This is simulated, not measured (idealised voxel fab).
Process module under the name voxel ribs on slabs
The cross-section shown here is cut; it is 270 nm wide and divided into square cells measuring 5 nm on a side.
Cross-section = grid of square cells, listed top down in bands; band = one or more rows.
Basically the band line says how high the top is and how high the bottom is, in nm, and then what's in it from left to right, every material with its width in nm. Empty space shows up as "empty", and if a single material carries "all across" it runs the full band edge to edge.
Zero point of the height axis is 0; under it, received wafer = one material. Lowest band: continues down indefinitely, "0 and below".
A width such as "30 to 40" changes by the same amount from each row of cells to the next, from the band's top row to its bottom row.
No cell of the cross-section changed in a step that is given as "no alteration".
Under "Enclosed void entries" you'll find the enclosed gaps, the ones with no way out to the top, that are 8 cells or bigger; each reads width x height at distance, with distance counted from the left edge, everything in nm.
On a step's line, text after the settings is the simulator commenting on that step.
A step line may carry the setting "overlay nm", which, for steps involving a mask, states the distance by which the mask lay to the right of its intended position; negative values denote displacement to the left.

### Process steps (planned)
| 1 | RECEIVE: material Si |
| 2 | DIRECTIONAL_DEP: material SiO2, thk nm 25 |
| 3 | DIRECTIONAL_DEP: material polySi, thk nm 25 |
| 4 | DIRECTIONAL_DEP: material aC, thk nm 15 |
| 5 | PATTERN: tone cover, mask id RIB, material resist, width nm 15, thk nm 35, overlay nm 0 |
| 6 | DIRECTIONAL_ETCH: etch materials aC, depth nm 15 |
| 7 | STRIP: etch materials resist |
| 8 | DIRECTIONAL_ETCH: etch materials polySi, depth nm 15 |
| 9 | STRIP: etch materials aC |
| 10 | PATTERN: tone cover, mask id SLAB, material resist, width nm 75, thk nm 20, overlay nm 0 |
| 11 | DIRECTIONAL_ETCH: etch materials polySi, depth nm 10 |
| 12 | STRIP: etch materials resist |
| 13 | FILL_DEP: material SiO2, thk nm 20 |
| 14 | CMP: height nm 60 |
| 15 | DIRECTIONAL_DEP: material W, thk nm 5 |
| 16 | DIRECTIONAL_DEP: material aC, thk nm 10 |
| 17 | PATTERN: tone cover, mask id HEATER, material resist, width nm 25, thk nm 30, overlay nm 0 |
| 18 | DIRECTIONAL_ETCH: etch materials aC, depth nm 10 |
| 19 | STRIP: etch materials resist |
| 20 | DIRECTIONAL_ETCH: etch materials W, depth nm 5 |
| 21 | STRIP: etch materials aC |
| 22 | CONFORMAL_DEP: material SiO2, thk nm 5 |

### Incoming wafer, cross-sectional view, post step 1
* 0 and below | Si all across
* Enclosed void entries: none

### The following cross-section depicts the wafer upon conclusion of the module. Processing commenced from the starting condition illustrated above and adhered to the plan illustrated above, save for one mistake in execution
* 70 down to 65 | 125 of empty / 35 of SiO2 / 110 of empty
* 65 down to 60 | 130 of SiO2 / 25 of W / 115 of SiO2
* 60 down to 50 | SiO2 all across
* 50 down to 35 | 125 of SiO2 / 15 of polySi / 130 of SiO2
* 35 down to 25 | 95 of SiO2 / 75 of polySi / 100 of SiO2
* 25 down to 0 | SiO2 all across
* 0 and below | Si all across
* Enclosed void entries: none
Which mistake was made when the wafer was run? step 17 ran with different settings than intended, the actual operation and settings being PATTERN: tone cover, mask id HEATER, material resist, width nm 25, thk nm 30, overlay nm 10
